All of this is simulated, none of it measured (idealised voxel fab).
Name of the process module below: voxel capacitor over wiring
Square cells of 5 nm make up the cross-section cut, whose width is 155 nm.
How to read a cross-section here: the picture is a grid of square cells, written as bands going from the top down, and any band can span one or more rows of cells. First you get the band's top height and its bottom height, in nm, and then the materials it's made of, left to right, with each width in nm. If you see a single material with "full width", that one covers the band edge to edge. "blank" is empty space. Height datum 0, below which the as-received substrate wafer is one material. Lowest band open at the bottom, running downward: "top 0, no bottom". When a width is written as two numbers, as in "30->40", the first number is the width in the top row of cells of the band and the second is the width in its bottom row, and the width changes by the same amount from each row to the next. The cross-section has no changed cell in any step marked "same as before". Entry "Voids, fully enclosed". Content: empty spaces with no open connection to the top, size 8 cells or greater. Each: width x height at distance. Distance: from left edge. Unit: nm. If you see something after the settings on a step's line, that's the simulator's own remark about that step. overlay nm: where the mask lay relative to plan, measured to the right, on steps with a mask; negatives go left.

So here's the lineup of process steps we planned
1) op RECEIVE | material Si
2) op CONFORMAL_DEP | material SiO2 | thk nm 10
3) op CONFORMAL_DEP | material SiCN | thk nm 5
4) op DIRECTIONAL_DEP | material SiO2 | thk nm 15
5) op DIRECTIONAL_DEP | material aC | thk nm 15
6) op PATTERN | tone open | mask id METAL_1 | material resist | width nm 20 | pitch nm 80 | thk nm 35 | overlay nm 0
7) op DIRECTIONAL_ETCH | etch materials aC | depth nm 15
8) op STRIP | etch materials resist
9) op DIRECTIONAL_ETCH | etch materials SiO2 | depth nm 15
10) op DIRECTIONAL_ETCH | etch materials SiCN | depth nm 5
11) op STRIP | etch materials aC
12) op CONFORMAL_DEP | material TiN | thk nm 5
13) op FILL_DEP | material Ru | thk nm 5
14) op CMP | height nm 30
15) op EPI | material Ru | thk nm 5
16) op FILL_DEP | material SiCN | thk nm 5
17) op DIRECTIONAL_DEP | material lowk | thk nm 10
18) op MASKED_ETCH | tone open | mask id PLUG_1 | width nm 15 | etch materials lowk | depth nm 10 | overlay nm 0
19) op MASKED_ETCH | tone open | mask id PLUG_1 | width nm 15 | etch materials SiCN | depth nm 5 | overlay nm 0
20) op CONFORMAL_DEP | material TiN | thk nm 5
21) op FILL_DEP | material W | thk nm 5
22) op CMP | height nm 50
23) op DIRECTIONAL_DEP | material TiN | thk nm 5
24) op DIRECTIONAL_DEP | material HfO2 | thk nm 5
25) op DIRECTIONAL_DEP | material TiN | thk nm 10
26) op DIRECTIONAL_DEP | material aC | thk nm 15
27) op PATTERN | tone cover | mask id UPPER_PLATE | material resist | width nm 65 | thk nm 30 | overlay nm 0
28) op DIRECTIONAL_ETCH | etch materials aC | depth nm 15
29) op STRIP | etch materials resist
30) op DIRECTIONAL_ETCH | etch materials TiN | depth nm 10
31) op DIRECTIONAL_ETCH | etch materials HfO2 | depth nm 5
32) op STRIP | etch materials aC
33) op MASKED_ETCH | tone cover | mask id LOWER_PLATE | width nm 75 | etch materials TiN | depth nm 5 | overlay nm 0
34) op FILL_DEP | material SiO2 | thk nm 20
35) op CMP | height nm 85
36) op DIRECTIONAL_DEP | material aC | thk nm 15
37) op PATTERN | tone open | mask id PLUG_2 | material resist | width nm 15 | thk nm 30 | overlay nm 0
38) op DIRECTIONAL_ETCH | etch materials aC | depth nm 15
39) op STRIP | etch materials resist
40) op DIRECTIONAL_ETCH | etch materials SiO2 | depth nm 15
41) op STRIP | etch materials aC
42) op CONFORMAL_DEP | material TiN | thk nm 5
43) op FILL_DEP | material Cu | thk nm 10
44) op CMP | height nm 85
45) op CONFORMAL_DEP | material SiN | thk nm 5

As-received state of the wafer in cross-section, equivalent to post-step 1
top 0, no bottom | Si full width
Voids, fully enclosed: none

Look at the cross-section after the module: the wafer started out the way shown above and the plan was the one shown above, yet one mistake was made along the way
top 100, bottom 95 | SiN full width
top 95, bottom 90 | Cu full width
top 90, bottom 85 | TiN: 45, Cu: 5, TiN: 105
top 85, bottom 75 | SiO2: 40, TiN: 5, Cu: 5, TiN: 5, SiO2: 100
top 75, bottom 70 | SiO2: 40, TiN: 15, SiO2: 100
top 70, bottom 60 | SiO2: 30, TiN: 65, SiO2: 60
top 60, bottom 55 | SiO2: 30, HfO2: 65, SiO2: 60
top 55, bottom 50 | SiO2: 25, TiN: 75, SiO2: 55
top 50, bottom 40 | lowk: 30, TiN: 5, W: 5, TiN: 5, lowk: 110
top 40, bottom 35 | SiCN: 30, TiN: 15, SiCN: 110
top 35, bottom 30 | SiCN: 20, Ru: 30, SiCN: 50, Ru: 30, SiCN: 25
top 30, bottom 15 | SiO2: 25, TiN: 5, Ru: 10, TiN: 5, SiO2: 60, TiN: 5, Ru: 10, TiN: 5, SiO2: 30
top 15, bottom 10 | SiCN: 25, TiN: 20, SiCN: 60, TiN: 20, SiCN: 30
top 10, bottom 0 | SiO2 full width
top 0, no bottom | Si full width
Voids, fully enclosed: none
What was the processing mistake? planned and actual differ for step 44; actual: op CMP | height nm 95
